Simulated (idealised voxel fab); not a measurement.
Proc. module: voxel ribs on slabs
The width of the displayed cross-section, cut, is 205 nm; its cells are square, with a size of 5 nm.
A cross-section is written here as square cells arranged in a grid, and it is given in bands from the top down, each band taking up one or more rows of cells. Heights first: top, then bottom, in nm. Then materials, left to right, each with a width in nm. "edge to edge" on a single material: fills the band edge to edge. "empty": empty space. Zero point of the height axis is 0; under it, received wafer = one material. Lowest band: continues down indefinitely, "0..down". Top row gets the first number, bottom row gets the second, and each row in between changes by the same step: that is how a band width like "30 to 40" works. Reading "everything unchanged" for a step: not a cell of the cross-section changed in it. What "Entrapped voids" gives you is every empty space of 8 cells or more that is cut off from the top. Each appears as width x height at distance, with the distance taken from the left edge and width, height and distance all in nm. If you see something after the settings on a step's line, that's the simulator's own remark about that step. "overlay nm", when on a step's line for a step with a mask, measures how far to the right of its planned place the mask lay; a negative measure means to the left.
**Process steps (planned)**
1) RECEIVE (material Si)
2) DIRECTIONAL_DEP (material SiO2; thk nm 25)
3) DIRECTIONAL_DEP (material polySi; thk nm 15)
4) DIRECTIONAL_DEP (material aC; thk nm 15)
5) PATTERN (tone cover; mask id RIB; material resist; width nm 25; thk nm 35; overlay nm 0)
6) DIRECTIONAL_ETCH (etch materials aC; depth nm 15)
7) STRIP (etch materials resist)
8) DIRECTIONAL_ETCH (etch materials polySi; depth nm 5)
9) STRIP (etch materials aC)
10) DIRECTIONAL_DEP (material aC; thk nm 15)
11) PATTERN (tone cover; mask id SLAB; material resist; width nm 85; thk nm 30; overlay nm 0)
12) DIRECTIONAL_ETCH (etch materials aC; depth nm 15)
13) STRIP (etch materials resist)
14) DIRECTIONAL_ETCH (etch materials polySi; depth nm 10)
15) STRIP (etch materials aC)
16) FILL_DEP (material SiO2; thk nm 15)
17) CMP (height nm 50)
18) DIRECTIONAL_DEP (material TiN; thk nm 10)
19) DIRECTIONAL_DEP (material aC; thk nm 15)
20) PATTERN (tone cover; mask id HEATER; material resist; width nm 35; thk nm 35; overlay nm 0)
21) DIRECTIONAL_ETCH (etch materials aC; depth nm 15)
22) STRIP (etch materials resist)
23) DIRECTIONAL_ETCH (etch materials TiN; depth nm 10)
24) STRIP (etch materials aC)
25) CONFORMAL_DEP (material SiN; thk nm 10)
**Cross-section of the wafer at receipt, which is the condition after step 1**
0..down | Si edge to edge
Entrapped voids: none
**End-of-module cross-section. Starting structure and process plan as above; one mistake made in running it**
70..60 | SiN edge to edge
60..40 | SiO2 edge to edge
40..35 | 90 nm SiO2, 25 nm polySi, 90 nm SiO2
35..25 | 60 nm SiO2, 85 nm polySi, 60 nm SiO2
25..0 | SiO2 edge to edge
0..down | Si edge to edge
Entrapped voids: none
Against the plan, the run slipped here: step 18 did not use the planned setting and instead ran as DIRECTIONAL_DEP (material SiO2; thk nm 10)
